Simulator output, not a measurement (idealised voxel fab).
The process module that follows is named voxel self aligned vias.
Section shown: cut. Width: 185 nm. Cell size: 5 nm, square.
This document writes a cross-section as a grid whose cells are square, and gives it as bands, listed from the top down; one or more rows of cells form a band.
Heads up on the band format: heights come first, top then bottom, in nm. After that it's the materials left to right, each with its width in nm. A single material flagged "all across" fills the whole band edge to edge, and "air" means there's empty space there.
Counting heights begins at 0, where everything beneath is, in the wafer as received, one material. The lowest band has no bottom; it goes on downwards, as "0 down" shows.
The notation "30 to 40" denotes a width that varies across the rows of cells in the band, beginning at the first number in the top row, finishing at the second number in the bottom row, and changing by an identical amount from each row to the next.
"changes: none" (step): cross-section cells unchanged, all of them.
Enclosed voids (no open way to top), threshold 8 cells or more, entry "Enclosed internal cavities", notation width x height at distance, distance from left edge, nm.
If you see something after the settings on a step's line, that's the simulator's own remark about that step.
overlay nm: step with mask; distance mask lay right of planned place; negative value = left of planned place.
List of planned process steps
1 op RECEIVE | material Si
2 op CONFORMAL_DEP | material SiO2 | thk nm 15
3 op CONFORMAL_DEP | material SiCN | thk nm 5
4 op DIRECTIONAL_DEP | material lowk | thk nm 30
5 op PATTERN | tone open | mask id LINES | material resist | width nm 20 | pitch nm 60 | thk nm 15 | overlay nm 0
6 op DIRECTIONAL_ETCH | etch materials lowk | depth nm 30
7 op STRIP | etch materials resist
8 op CONFORMAL_DEP | material TiN | thk nm 5
9 op FILL_DEP | material Ru | thk nm 10
10 op CMP | height nm 50
11 op SELECTIVE_ETCH | etch materials W Ru TiN | depth nm 10
12 op FILL_DEP | material SiN | thk nm 10
13 op CMP | height nm 50
14 op DIRECTIONAL_DEP | material lowk | thk nm 15
15 op PATTERN | tone open | mask id VIAS | material resist | width nm 30 | pitch nm 60 | thk nm 20 | overlay nm 0
16 op DIRECTIONAL_ETCH | etch materials lowk | depth nm 15
17 op DIRECTIONAL_ETCH | etch materials SiN | depth nm 10
18 op STRIP | etch materials resist
19 op CONFORMAL_DEP | material TiN | thk nm 5
20 op FILL_DEP | material Ru | thk nm 5
21 op CMP | height nm 65
22 op CONFORMAL_DEP | material SiN | thk nm 5
Cross-section of the incoming wafer, state after step 1
  0 down = Si all across
  Enclosed internal cavities: none
Post-module cross-section: identical start and plan to those above, one misstep in execution
  70 to 65 = SiN all across
  65 to 45 = lowk (15) | TiN (5) | Ru (20) | TiN (5) | lowk (30) | TiN (5) | Ru (20) | TiN (5) | lowk (30) | TiN (5) | Ru (20) | TiN (5) | lowk (20)
  45 to 40 = lowk (15) | TiN (30) | lowk (30) | TiN (30) | lowk (30) | TiN (30) | lowk (20)
  40 to 35 = lowk (15) | TiN (10) | Ru (10) | TiN (10) | lowk (30) | TiN (10) | Ru (10) | TiN (10) | lowk (30) | TiN (10) | Ru (10) | TiN (10) | lowk (20)
  35 to 25 = lowk (20) | TiN (5) | Ru (10) | TiN (5) | lowk (40) | TiN (5) | Ru (10) | TiN (5) | lowk (40) | TiN (5) | Ru (10) | TiN (5) | lowk (25)
  25 to 20 = lowk (20) | TiN (20) | lowk (40) | TiN (20) | lowk (40) | TiN (20) | lowk (25)
  20 to 15 = SiCN all across
  15 to 0 = SiO2 all across
  0 down = Si all across
  Enclosed internal cavities: none
Want to know what went wrong? regarding the plan, step 16 was run twice
